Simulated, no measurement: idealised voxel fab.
Presented below is a process module, voxel self aligned contacts.
Cross-section cut spans 295 nm and uses square cells 5 nm in size.
Bands, listed from the top down, are how a cross-section gets written in this document; the cross-section itself is a grid of square cells, and a band is one or more rows of them. A band entry consists of two parts. The first gives the height of the band's top and the height of its bottom, in nm. The rest lists the band's materials from left to right, each with its width in nm. A single material labelled with the word "edge to edge" fills the band from edge to edge, and the word "blank" marks empty space. The reference from which all heights are counted is 0, the level beneath which the as-received wafer is entirely one material; the lowest band, having no lower bound, proceeds downward and is written after the example "from 0 down". So if you see something like "30->40" for the width, read it as the top row of the band sitting at the first number and the bottom row at the second, with every row in between moving by the same amount as the last. Step note "nothing got changed" = no cross-section cell changed. "Sealed voids" - sealed voids, min. 8 cells, no opening to top; format: width x height at distance (distance from left edge; nm throughout). Post-settings text on a step line: simulator's own remark regarding the step. overlay nm: for a step with a mask, the amount by which the mask lay right of where it was planned; a negative amount means left of it.

## Process steps foreseen in the plan
1 op RECEIVE | material Si
2 op OXIDIZE | depth nm 5
3 op DIRECTIONAL_DEP | material polySi | thk nm 30
4 op DIRECTIONAL_DEP | material SiN | thk nm 20
5 op DIRECTIONAL_DEP | material aC | thk nm 10
6 op PATTERN | tone cover | mask id GATE | material resist | width nm 25 | pitch nm 50 | thk nm 25 | overlay nm 0
7 op DIRECTIONAL_ETCH | etch materials aC | depth nm 10
8 op STRIP | etch materials resist
9 op DIRECTIONAL_ETCH | etch materials SiN | depth nm 20
10 op DIRECTIONAL_ETCH | etch materials polySi | depth nm 30
11 op STRIP | etch materials aC
12 op CONFORMAL_DEP | material SiN | thk nm 5
13 op DIRECTIONAL_ETCH | etch materials SiN | depth nm 5
14 op FILL_DEP | material SiO2 | thk nm 15
15 op CMP | height nm 60
16 op DIRECTIONAL_DEP | material aC | thk nm 15
17 op PATTERN | tone open | mask id CONTACT | material resist | width nm 35 | pitch nm 50 | thk nm 30 | overlay nm 0
18 op DIRECTIONAL_ETCH | etch materials aC | depth nm 15
19 op STRIP | etch materials resist
20 op DIRECTIONAL_ETCH | etch materials SiO2 | depth nm 65
21 op STRIP | etch materials aC
22 op CONFORMAL_DEP | material TiN | thk nm 5
23 op FILL_DEP | material Ru | thk nm 5
24 op CMP | height nm 60
25 op CONFORMAL_DEP | material SiN | thk nm 5

## Wafer at receipt (post step 1), cross-section
- from 0 down  Si edge to edge
- Sealed voids: none

## first wafer at the end, as planned
- from 65 to 60  SiN edge to edge
- from 60 to 50  SiO2 105 / TiN 5->15 / Ru 25->5 / TiN 5->15 / SiO2 15 / TiN 5->15 / Ru 25->5 / TiN 5->15 / SiO2 105
- from 50 to 30  SiO2 80 / SiN 35 / TiN 5 / Ru 5 / TiN 5 / SiN 35 / TiN 5 / Ru 5 / TiN 5 / SiN 35 / SiO2 80
- from 30 to 0  SiO2 80 / SiN 5 / polySi 25 / SiN 5 / TiN 5 / Ru 5 / TiN 5 / SiN 5 / polySi 25 / SiN 5 / TiN 5 / Ru 5 / TiN 5 / SiN 5 / polySi 25 / SiN 5 / SiO2 80
- from 0 to -5  SiO2 115 / TiN 15 / SiO2 35 / TiN 15 / SiO2 115
- from -5 down  Si edge to edge
- Sealed voids: none

## Module end: cross-section of wafer two of two. Same start and process plan as the first wafer. One mistake during execution
- from 65 to 60  SiN edge to edge
- from 60 to 50  SiO2 105 / TiN 5->20 / Ru 25->5 / TiN 5->10 / SiO2 15 / TiN 5->20 / Ru 25->5 / TiN 5->10 / SiO2 105
- from 50 to 30  SiO2 85 / SiN 35 / TiN 5 / Ru 5 / TiN 5 / SiN 35 / TiN 5 / Ru 5 / TiN 5 / SiN 35 / SiO2 75
- from 30 to 0  SiO2 85 / SiN 5 / polySi 25 / SiN 5 / TiN 5 / Ru 5 / TiN 5 / SiN 5 / polySi 25 / SiN 5 / TiN 5 / Ru 5 / TiN 5 / SiN 5 / polySi 25 / SiN 5 / SiO2 75
- from 0 to -5  SiO2 120 / TiN 15 / SiO2 35 / TiN 15 / SiO2 110
- from -5 down  Si edge to edge
- Sealed voids: none
Deviation from plan: off-plan run, step 6, actual operation and settings op PATTERN | tone cover | mask id GATE | material resist | width nm 25 | pitch nm 50 | thk nm 25 | overlay nm 5
If you tally the cells, the second wafer ends up with the same amount of every material as the first; it's all just sitting in different places.
